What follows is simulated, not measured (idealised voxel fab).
Process module heading - voxel lift off
The cross-section on display is named cut; it measures 285 nm wide, and its cells are 5 nm squares.
When this document writes out a cross-section, it uses a grid of square cells and lists it as bands, beginning at the top and moving down, with a band standing for one or more rows of cells.
Quick guide to a band line: top height, bottom height (nm) up front; then every material left to right with its width in nm. Only one material and it's marked "everywhere"? Then it fills the band edge to edge. And "blank" just means empty space.
Height datum 0, below which the as-received substrate wafer is one material. Lowest band open at the bottom, running downward: "0 and below".
With a width like "30 to 40", each row of cells in the band differs from the next by the same amount, the top row carrying the first number and the bottom row the second.
When a step is marked "everything unchanged", none of the cells in the cross-section changed during that step.
Look at "Closed void inventory" for the closed voids: empty spaces with no open path to the top, sized 8 cells or up. Each is width x height at distance, distance from the left edge, all nm.
That trailing text on a step's line, after the settings, is the simulator's own remark on the step.
If you see "overlay nm" on a step's line and that step has a mask, it's telling you how far right of where it was planned the mask ended up; a negative number means it went left instead.
**Below is the list of planned process steps**
1: RECEIVE,material Si
2: CONFORMAL_DEP,material Al2O3,thk nm 15
3: PATTERN,tone open,mask id LINES,material resist,width nm 25,pitch nm 40,thk nm 20,overlay nm 0
4: DIRECTIONAL_DEP,material Ru,thk nm 5
5: STRIP,etch materials resist
6: CONFORMAL_DEP,material SiO2,thk nm 10
**Wafer as received: cross-section following step 1**
0 and below  Si everywhere
Closed void inventory: none
**Cross-section, first of two wafers, end of module, run as planned**
30 down to 25  100 of blank; 85 of SiO2; 100 of blank
25 down to 20  SiO2 everywhere
20 down to 15  110 of SiO2; 25 of Ru; 15 of SiO2; 25 of Ru; 110 of SiO2
15 down to 0  Al2O3 everywhere
0 and below  Si everywhere
Closed void inventory: none
**Cross-section of the latter of the two wafers at module completion. It had an identical start and an identical plan to the former; in running it, one mistake was made**
30 down to 25  105 of blank; 35 of SiO2; 5 of blank; 35 of SiO2; 105 of blank
25 down to 20  SiO2 everywhere
20 down to 15  115 of SiO2; 15 of Ru; 25 of SiO2; 15 of Ru; 115 of SiO2
15 down to 0  Al2O3 everywhere
0 and below  Si everywhere
Closed void inventory: none
What went wrong in running the wafer? off-plan run, step 3, actual operation and settings PATTERN,tone open,mask id LINES,material resist,width nm 15,pitch nm 40,thk nm 20,overlay nm 0
Bottom line after processing is that, in cells, the second wafer is up or down on some materials versus the first: -4 Ru | +1 SiO2
